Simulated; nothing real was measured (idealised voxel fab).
Documented hereafter: the process module known as voxel air gaps.
Section cut is 210 nm wide and gridded with 5 nm square cells.
In what follows, cross-sections appear as grids of square cells, described through bands that run from the top down, where every band is one or more rows of cells.
Top, bottom (nm), then materials left to right with widths (nm); lone material tagged "everywhere" fills the whole band edge to edge; "empty" = empty space.
For the purposes of this specification, 0 denotes the height below which the wafer in its as-received condition is composed wholly of one material, and the lowermost band, lacking a lower limit, extends downward without end, as expressed in "from 0 down".
Think of "30 to 40" as a width that walks from the first number to the second as you go down the band, top row to bottom row, taking equal-sized steps from row to row.
No cell of the cross-section changed in a step that is given as "no change".
Entry "Cavities, closed". Content: empty spaces with no open connection to the top, size 8 cells or greater. Each: width x height at distance. Distance: from left edge. Unit: nm.
Note: text after step settings on the step line = simulator remark on that step.
overlay nm: step with mask; distance mask lay right of planned place; negative value = left of planned place.

### So here's the lineup of process steps we planned
1: RECEIVE | material Si
2: CONFORMAL_DEP | material SiO2 | thk nm 15
3: CONFORMAL_DEP | material SiN | thk nm 5
4: DIRECTIONAL_DEP | material SiO2 | thk nm 40
5: PATTERN | tone open | mask id LINES | material resist | width nm 15 | pitch nm 45 | thk nm 20 | overlay nm 0
6: DIRECTIONAL_ETCH | etch materials SiO2 | depth nm 40
7: STRIP | etch materials resist
8: CONFORMAL_DEP | material TiN | thk nm 5
9: FILL_DEP | material W | thk nm 5
10: CMP | height nm 60
11: EPI | material Ru | thk nm 10
12: SELECTIVE_ETCH | etch materials SiO2 | depth nm 50
13: CONFORMAL_DEP | material SiN | thk nm 5

### Incoming wafer, cross-sectional view, post step 1
* from 0 down = Si everywhere
* Cavities, closed: none

### Post-module cross-section: identical start and plan to those above, one misstep in execution
* from 75 to 70 = empty 15 nm / SiN 180 nm / empty 15 nm
* from 70 to 60 = empty 15 nm / SiN 5 nm / Ru 35 nm / SiN 10 nm / Ru 35 nm / SiN 10 nm / Ru 35 nm / SiN 10 nm / Ru 35 nm / SiN 5 nm / empty 15 nm
* from 60 to 55 = empty 15 nm / SiN 15 nm / TiN 5 nm / W 5 nm / TiN 5 nm / SiN 30 nm / TiN 5 nm / W 5 nm / TiN 5 nm / SiN 30 nm / TiN 5 nm / W 5 nm / TiN 5 nm / SiN 30 nm / TiN 5 nm / W 5 nm / TiN 5 nm / SiN 15 nm / empty 15 nm
* from 55 to 40 = empty 25 nm / SiN 5 nm / TiN 5 nm / W 5 nm / TiN 5 nm / SiN 5 nm / empty 20 nm / SiN 5 nm / TiN 5 nm / W 5 nm / TiN 5 nm / SiN 5 nm / empty 20 nm / SiN 5 nm / TiN 5 nm / W 5 nm / TiN 5 nm / SiN 5 nm / empty 20 nm / SiN 5 nm / TiN 5 nm / W 5 nm / TiN 5 nm / SiN 5 nm / empty 25 nm
* from 40 to 35 = SiN 30 nm / TiN 15 nm / SiN 30 nm / TiN 15 nm / SiN 30 nm / TiN 15 nm / SiN 30 nm / TiN 15 nm / SiN 30 nm
* from 35 to 30 = SiN everywhere
* from 30 to 0 = SiO2 everywhere
* from 0 down = Si everywhere
* Cavities, closed: 20 x 15 at 50; 20 x 15 at 95; 20 x 15 at 140
So what did we get wrong on this run? step 2 of the plan saw execution twice
